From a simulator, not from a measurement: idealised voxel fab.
Title: Process Module voxel released beams
For reference, the cross-section in this document is cut, with width 245 nm and square cells of 5 nm.
Cross-section = grid of square cells, listed top down in bands; band = one or more rows.
What a band's entry tells you: where the top is and where the bottom is, as heights in nm, and after that what lies inside, material by material from left to right, each with its width in nm. Empty space is written as the word "blank", and a single material marked with the word "edge to edge" occupies the band from edge to edge.
Height 0 is the level under which the wafer as received is all one material. The lowest band goes on downwards, as in "0 nm and below".
Width "30->40": first value at the band's top row of cells, second value at its bottom row, equal change from row to row.
When a step is marked "nothing different", none of the cells in the cross-section changed during that step.
You'll see "Closed void list" listing empty spaces that have no way open to the top, as long as they're 8 cells or more; the notation is width x height at distance, where the distance is from the left edge, and all of it is in nm.
Read whatever lies past the settings on a step's line as the simulator's own remark about the step.
On any step carrying a mask, the "overlay nm" setting, if present on the step's line, tells how far right of its planned place the mask lay; negative values point to the left.
These are the steps we planned for the process
1. RECEIVE (material Si)
2. CONFORMAL_DEP (material Al2O3; thk nm 5)
3. DIRECTIONAL_DEP (material SiO2; thk nm 15)
4. PATTERN (tone open; mask id ANCHOR; material resist; width nm 45; thk nm 15; overlay nm 0)
5. DIRECTIONAL_ETCH (etch materials SiO2; depth nm 15)
6. STRIP (etch materials resist)
7. CONFORMAL_DEP (material W; thk nm 15)
8. PATTERN (tone cover; mask id BEAM; material resist; width nm 105; thk nm 20; overlay nm 0)
9. DIRECTIONAL_ETCH (etch materials W; depth nm 15)
10. STRIP (etch materials resist)
11. STRIP (etch materials SiO2)
Cross-section, incoming material, after step 1
> 0 nm and below: Si edge to edge
> Closed void list: none
End-of-module XS, first of two wafers, run as planned
> 35 nm to 20 nm: 65 of blank, then 20 of W, then 15 of blank, then 70 of W, then 75 of blank
> 20 nm to 5 nm: 70 of blank, then 45 of W, then 130 of blank
> 5 nm to 0 nm: Al2O3 edge to edge
> 0 nm and below: Si edge to edge
> Closed void list: none
Cross-section of the latter of the two wafers at module completion. It had an identical start and an identical plan to the former; in running it, one mistake was made
> 35 nm to 20 nm: 65 of blank, then 65 of W, then 115 of blank
> 20 nm to 5 nm: 55 of blank, then 15 of W, then 45 of SiO2, then 55 of W, then 75 of blank
> 5 nm to 0 nm: Al2O3 edge to edge
> 0 nm and below: Si edge to edge
> Closed void list: none
Heads up, the wafer didn't run the way we planned it: not per plan at step 4, really ran PATTERN (tone cover; mask id ANCHOR; material resist; width nm 45; thk nm 15; overlay nm 0)
End check, counted in cells, second wafer has more or fewer of these materials than the first: SiO2 +27
